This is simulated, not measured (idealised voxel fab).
Documented hereafter: the process module known as voxel spacer lines.
Pictured: cross-section cut, 185 nm wide, on a grid of 5 nm square cells.
For the purposes of this document, a cross-section shall be understood as a grid of square cells, specified as bands listed in top-to-bottom order, each band consisting of one or more rows of cells. Heads up on the band format: heights come first, top then bottom, in nm. After that it's the materials left to right, each with its width in nm. A single material flagged "edge to edge" fills the whole band edge to edge, and "empty" means there's empty space there. Beneath 0, the wafer as received is one material, and that level is where height counting begins. The lowest band goes on downward without a bottom; it is written like "from 0 down". With a width like "30->40", each row of cells in the band differs from the next by the same amount, the top row carrying the first number and the bottom row the second. A step reported as "stayed the same" is a step in which no cell of the cross-section changed. Voids, fully enclosed: empty space of 8 cells or more with no open way to the top, each as width x height at its distance from the left edge, in nm. Formally, on a step line, whatever follows the settings is a remark that the simulator itself makes on the step. overlay nm: mask right of planned place by this much (step with mask). Neg. = left.

PLAN
1,RECEIVE with material Si
2,CONFORMAL_DEP with material Al2O3, thk nm 5
3,DIRECTIONAL_DEP with material SiN, thk nm 10
4,DIRECTIONAL_DEP with material polySi, thk nm 30
5,PATTERN with tone cover, mask id MANDREL, material resist, width nm 15, pitch nm 50, thk nm 40, overlay nm 0
6,DIRECTIONAL_ETCH with etch materials polySi, depth nm 30
7,STRIP with etch materials resist
8,CONFORMAL_DEP with material SiO2, thk nm 10
9,DIRECTIONAL_ETCH with etch materials SiO2, depth nm 10
10,STRIP with etch materials polySi
11,DIRECTIONAL_ETCH with etch materials SiN, depth nm 10
12,STRIP with etch materials SiO2

FIRST OF TWO WAFERS: RUN AS PLANNED

CROSS-SECTION, INCOMING MATERIAL, AFTER STEP 1
    from 0 down | Si edge to edge
    Voids, fully enclosed: none

CROSS-SECTION OF THE WAFER SUBSEQUENT TO STEP 2
    from 5 to 0 | Al2O3 edge to edge
    Lower than 0, everything is as it was.

CROSS-SECTION OF THE WAFER SUBSEQUENT TO STEP 3
    from 15 to 5 | SiN edge to edge
    Lower than 5, everything is as it was.

CROSS-SECTION OF THE WAFER SUBSEQUENT TO STEP 4
    from 45 to 15 | polySi edge to edge
    Lower than 15, everything is as it was.

CROSS-SECTION OF THE WAFER SUBSEQUENT TO STEP 5
    from 85 to 45 | 60 empty / 15 resist / 35 empty / 15 resist / 60 empty
    Lower than 45, everything is as it was.

CROSS-SECTION OF THE WAFER SUBSEQUENT TO STEP 6
    from 85 to 45 | 60 empty / 15 resist / 35 empty / 15 resist / 60 empty
    from 45 to 15 | 60 empty / 15 polySi / 35 empty / 15 polySi / 60 empty
    Lower than 15, everything is as it was.

CROSS-SECTION OF THE WAFER SUBSEQUENT TO STEP 7
    from 45 to 15 | 60 empty / 15 polySi / 35 empty / 15 polySi / 60 empty
    Lower than 15, everything is as it was.

CROSS-SECTION OF THE WAFER SUBSEQUENT TO STEP 8
    from 55 to 45 | 50 empty / 35 SiO2 / 15 empty / 35 SiO2 / 50 empty
    from 45 to 25 | 50 empty / 10 SiO2 / 15 polySi / 10 SiO2 / 15 empty / 10 SiO2 / 15 polySi / 10 SiO2 / 50 empty
    from 25 to 15 | 60 SiO2 / 15 polySi / 35 SiO2 / 15 polySi / 60 SiO2
    Lower than 15, everything is as it was.

CROSS-SECTION OF THE WAFER SUBSEQUENT TO STEP 9
    from 45 to 15 | 50 empty / 10 SiO2 / 15 polySi / 10 SiO2 / 15 empty / 10 SiO2 / 15 polySi / 10 SiO2 / 50 empty
    Lower than 15, everything is as it was.

CROSS-SECTION OF THE WAFER SUBSEQUENT TO STEP 10
    from 45 to 15 | 50 empty / 10 SiO2 / 15 empty / 10 SiO2 / 15 empty / 10 SiO2 / 15 empty / 10 SiO2 / 50 empty
    Lower than 15, everything is as it was.

CROSS-SECTION OF THE WAFER SUBSEQUENT TO STEP 11
    from 45 to 15 | 50 empty / 10 SiO2 / 15 empty / 10 SiO2 / 15 empty / 10 SiO2 / 15 empty / 10 SiO2 / 50 empty
    from 15 to 5 | 50 empty / 10 SiN / 15 empty / 10 SiN / 15 empty / 10 SiN / 15 empty / 10 SiN / 50 empty
    Lower than 5, everything is as it was.

CROSS-SECTION OF THE WAFER SUBSEQUENT TO STEP 12
    from 15 to 5 | 50 empty / 10 SiN / 15 empty / 10 SiN / 15 empty / 10 SiN / 15 empty / 10 SiN / 50 empty
    Lower than 5, everything is as it was.

NOW THE OTHER WAFER: SAME START, SAME RECIPE, BUT WE MESSED UP ONE THING WHEN RUNNING IT. UP TO AND INCLUDING STEP 2 IT'S THE SAME AS THE FIRST ONE

SECOND WAFER SHOWN IN CROSS-SECTION AT THE TIME STEP 3 WAS SLATED TO END
    from 35 to 5 | polySi edge to edge
    Lower than 5, everything is as it was.

SECOND WAFER SHOWN IN CROSS-SECTION AT THE TIME STEP 4 WAS SLATED TO END
    from 45 to 35 | SiN edge to edge
    Lower than 35, everything is as it was.

SECOND WAFER SHOWN IN CROSS-SECTION AT THE TIME STEP 5 WAS SLATED TO END
    from 85 to 45 | 60 empty / 15 resist / 35 empty / 15 resist / 60 empty
    Lower than 45, everything is as it was.

Second wafer shown in cross-section at the time step 6 was slated to end: stayed the same

SECOND WAFER SHOWN IN CROSS-SECTION AT THE TIME STEP 7 WAS SLATED TO END
    from 45 to 35 | SiN edge to edge
    Lower than 35, everything is as it was.

SECOND WAFER SHOWN IN CROSS-SECTION AT THE TIME STEP 8 WAS SLATED TO END
    from 55 to 45 | SiO2 edge to edge
    Lower than 45, everything is as it was.

SECOND WAFER SHOWN IN CROSS-SECTION AT THE TIME STEP 9 WAS SLATED TO END
    from 45 to 35 | SiN edge to edge
    Lower than 35, everything is as it was.

Second wafer shown in cross-section at the time step 10 was slated to end: stayed the same

SECOND WAFER SHOWN IN CROSS-SECTION AT THE TIME STEP 11 WAS SLATED TO END
    from 35 to 5 | polySi edge to edge
    Lower than 5, everything is as it was.

Second wafer shown in cross-section at the time step 12 was slated to end: stayed the same
Against the plan, the run slipped here: step 4 occupied the plan position of step 3, and the converse holds as well
Wrapping up, a cell-based count of both wafers puts the second over or under the first for these materials: SiN -16 | polySi +222
